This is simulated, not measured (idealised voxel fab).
Herein follows the process module entitled voxel self aligned contacts.
Each square cell in cross-section cut measures 5 nm, and the section as a whole is 250 nm wide.
Throughout this document, each cross-section is represented as a grid of square cells and is presented as a sequence of bands enumerated from the top downward, where a band comprises one or more rows of cells. Quick guide to a band line: top height, bottom height (nm) up front; then every material left to right with its width in nm. Only one material and it's marked "edge to edge"? Then it fills the band edge to edge. And "empty" just means empty space. Where do heights start? At 0: under that level the wafer as delivered is made of one material only. And the lowest band has no floor; it just carries on downward, as in "0..down". Graded width ("30 to 40"): value in top row of band = first number; value in bottom row = second number; row-to-row change constant. A step reported as "no alteration" is a step in which no cell of the cross-section changed. For the entry "Closed voids list", the listed items are empty spaces with no open way to the top whose size is 8 cells or more; each item follows the pattern width x height at distance, where distance is from the left edge and all three are in nm. On each step's line, the part that comes after the settings is the simulator's own comment on the step. If you see "overlay nm" on a step's line and that step has a mask, it's telling you how far right of where it was planned the mask ended up; a negative number means it went left instead.

## The steps planned for the process are as follows
- 1: RECEIVE (material Si)
- 2: OXIDIZE (depth nm 5)
- 3: DIRECTIONAL_DEP (material polySi; thk nm 30)
- 4: DIRECTIONAL_DEP (material SiN; thk nm 15)
- 5: DIRECTIONAL_DEP (material aC; thk nm 10)
- 6: PATTERN (tone cover; mask id GATE; material resist; width nm 30; pitch nm 55; thk nm 25; overlay nm 0)
- 7: DIRECTIONAL_ETCH (etch materials aC; depth nm 10)
- 8: STRIP (etch materials resist)
- 9: DIRECTIONAL_ETCH (etch materials SiN; depth nm 15)
- 10: DIRECTIONAL_ETCH (etch materials polySi; depth nm 30)
- 11: STRIP (etch materials aC)
- 12: CONFORMAL_DEP (material SiN; thk nm 5)
- 13: DIRECTIONAL_ETCH (etch materials SiN; depth nm 5)
- 14: FILL_DEP (material SiO2; thk nm 15)
- 15: CMP (height nm 55)
- 16: DIRECTIONAL_DEP (material aC; thk nm 10)
- 17: PATTERN (tone open; mask id CONTACT; material resist; width nm 35; pitch nm 55; thk nm 25; overlay nm -15)
- 18: DIRECTIONAL_ETCH (etch materials aC; depth nm 10)
- 19: STRIP (etch materials resist)
- 20: DIRECTIONAL_ETCH (etch materials SiO2; depth nm 60)
- 21: STRIP (etch materials aC)
- 22: CONFORMAL_DEP (material TiN; thk nm 5)
- 23: FILL_DEP (material W; thk nm 10)
- 24: CMP (height nm 55)
- 25: CONFORMAL_DEP (material SiCN; thk nm 5)
Quick note for whoever runs this: the wafers start identical, but the overlay nm at step 17 isn't the same across them. The plan just shows what the first wafer had.

## First wafer of several, as received: cross-section after step 1
* 0..down: Si edge to edge
* Closed voids list: none

## Quick look at the cross-section of the first of several wafers after step 25, which wraps up the module
* 60..55: SiCN edge to edge
* 55..50: SiO2 65 nm  TiN 5 nm  W 25 nm  TiN 5 nm  SiO2 20 nm  TiN 5 nm  W 25 nm  TiN 5 nm  SiO2 95 nm
* 50..45: SiO2 65 nm  TiN 35 nm  SiO2 20 nm  TiN 35 nm  SiO2 95 nm
* 45..30: SiO2 50 nm  SiN 40 nm  TiN 10 nm  SiO2 5 nm  SiN 40 nm  TiN 10 nm  SiO2 5 nm  SiN 40 nm  SiO2 50 nm
* 30..0: SiO2 50 nm  SiN 5 nm  polySi 30 nm  SiN 5 nm  TiN 10 nm  SiO2 5 nm  SiN 5 nm  polySi 30 nm  SiN 5 nm  TiN 10 nm  SiO2 5 nm  SiN 5 nm  polySi 30 nm  SiN 5 nm  SiO2 50 nm
* 0..-5: SiO2 90 nm  TiN 10 nm  SiO2 45 nm  TiN 10 nm  SiO2 95 nm
* -5..down: Si edge to edge
* Closed voids list: none

## Showing the last wafer in cross-section at the end of the module
* 60..55: SiCN edge to edge
* 55..50: SiO2 95 nm  TiN 5 nm  W 25 nm  TiN 5 nm  SiO2 20 nm  TiN 5 nm  W 25 nm  TiN 5 nm  SiO2 65 nm
* 50..45: SiO2 95 nm  TiN 35 nm  SiO2 20 nm  TiN 35 nm  SiO2 65 nm
* 45..30: SiO2 50 nm  SiN 40 nm  SiO2 5 nm  TiN 10 nm  SiN 40 nm  SiO2 5 nm  TiN 10 nm  SiN 40 nm  SiO2 50 nm
* 30..0: SiO2 50 nm  SiN 5 nm  polySi 30 nm  SiN 5 nm  SiO2 5 nm  TiN 10 nm  SiN 5 nm  polySi 30 nm  SiN 5 nm  SiO2 5 nm  TiN 10 nm  SiN 5 nm  polySi 30 nm  SiN 5 nm  SiO2 50 nm
* 0..-5: SiO2 95 nm  TiN 10 nm  SiO2 45 nm  TiN 10 nm  SiO2 90 nm
* -5..down: Si edge to edge
* Closed voids list: none

## Here is how to read the rows: every wafer has a row, and it shows the wafer at the end of the module, giving for each material how many cells were gained (+) or lost (-) since the wafer was received, then listing its closed voids
overlay nm -15, -50 Si, +50 SiCN, +108 SiN, +316 SiO2, +58 TiN, +10 W, +108 polySi, Closed voids list: none
overlay nm -10, -50 Si, +50 SiCN, +108 SiN, +296 SiO2, +58 TiN, +30 W, +108 polySi, Closed voids list: none
overlay nm -5, -50 Si, +50 SiCN, +108 SiN, +296 SiO2, +58 TiN, +30 W, +108 polySi, Closed voids list: none
overlay nm 0, -50 Si, +50 SiCN, +108 SiN, +296 SiO2, +58 TiN, +30 W, +108 polySi, Closed voids list: none
overlay nm 5, -50 Si, +50 SiCN, +108 SiN, +296 SiO2, +58 TiN, +30 W, +108 polySi, Closed voids list: none
overlay nm 10, -50 Si, +50 SiCN, +108 SiN, +296 SiO2, +58 TiN, +30 W, +108 polySi, Closed voids list: none
overlay nm 15, -50 Si, +50 SiCN, +108 SiN, +316 SiO2, +58 TiN, +10 W, +108 polySi, Closed voids list: none
